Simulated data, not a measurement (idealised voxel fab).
Process module heading - voxel spacer lines
The cross-section on display is named cut; it measures 145 nm wide, and its cells are 5 nm squares.
A cross-section is written here as square cells arranged in a grid, and it is given in bands from the top down, each band taking up one or more rows of cells.
In this notation a band is specified by the heights of its top and bottom, in that order and in nm, after which its materials appear from left to right, each paired with its width in nm. The word "edge to edge" attached to a single material means that material fills the band from edge to edge; the word "empty" stands for empty space.
Height 0 is the level under which the wafer as received is all one material. The lowest band goes on downwards, as in "0 -> down".
A width such as "30 to 40" changes by the same amount from each row of cells to the next, from the band's top row to its bottom row.
Given "remains unaltered" for a step, no cell of the cross-section differs between before and after that step.
You'll see "Enclosed empty spaces" listing empty spaces that have no way open to the top, as long as they're 8 cells or more; the notation is width x height at distance, where the distance is from the left edge, and all of it is in nm.
Note: text after step settings on the step line = simulator remark on that step.
"overlay nm" answers the question of how far to the right of plan the mask lay on a step that has a mask, and when it is negative the answer is to the left.
### The planned process steps are enumerated hereunder
1) RECEIVE | material Si
2) CONFORMAL_DEP | material Al2O3 | thk nm 5
3) DIRECTIONAL_DEP | material W | thk nm 15
4) DIRECTIONAL_DEP | material polySi | thk nm 20
5) PATTERN | tone cover | mask id MANDREL | material resist | width nm 15 | pitch nm 50 | thk nm 30 | overlay nm 0
6) DIRECTIONAL_ETCH | etch materials polySi | depth nm 20
7) STRIP | etch materials resist
8) CONFORMAL_DEP | material SiN | thk nm 10
9) DIRECTIONAL_ETCH | etch materials SiN | depth nm 10
10) STRIP | etch materials polySi
11) DIRECTIONAL_ETCH | etch materials W | depth nm 15
12) STRIP | etch materials SiN
13) FILL_DEP | material SiO2 | thk nm 5
14) CMP | height nm 20
Where the wafers of this document differ is in the width nm of step 5; they start out the same, and the plan states the value that applied to the first wafer.
### First of several wafers, received after step 1, in cross-section
	0 -> down = Si edge to edge
	Enclosed empty spaces: none
### End of module, by wafer: material-by-material cell gain (+) or loss (-) since receipt, then closed voids
width nm 15, +29 Al2O3, +63 SiO2, +24 W, Enclosed empty spaces: none
width nm 20, +29 Al2O3, +63 SiO2, +24 W, Enclosed empty spaces: none
width nm 25, +29 Al2O3, +63 SiO2, +24 W, Enclosed empty spaces: none
width nm 30, +29 Al2O3, +63 SiO2, +24 W, Enclosed empty spaces: none
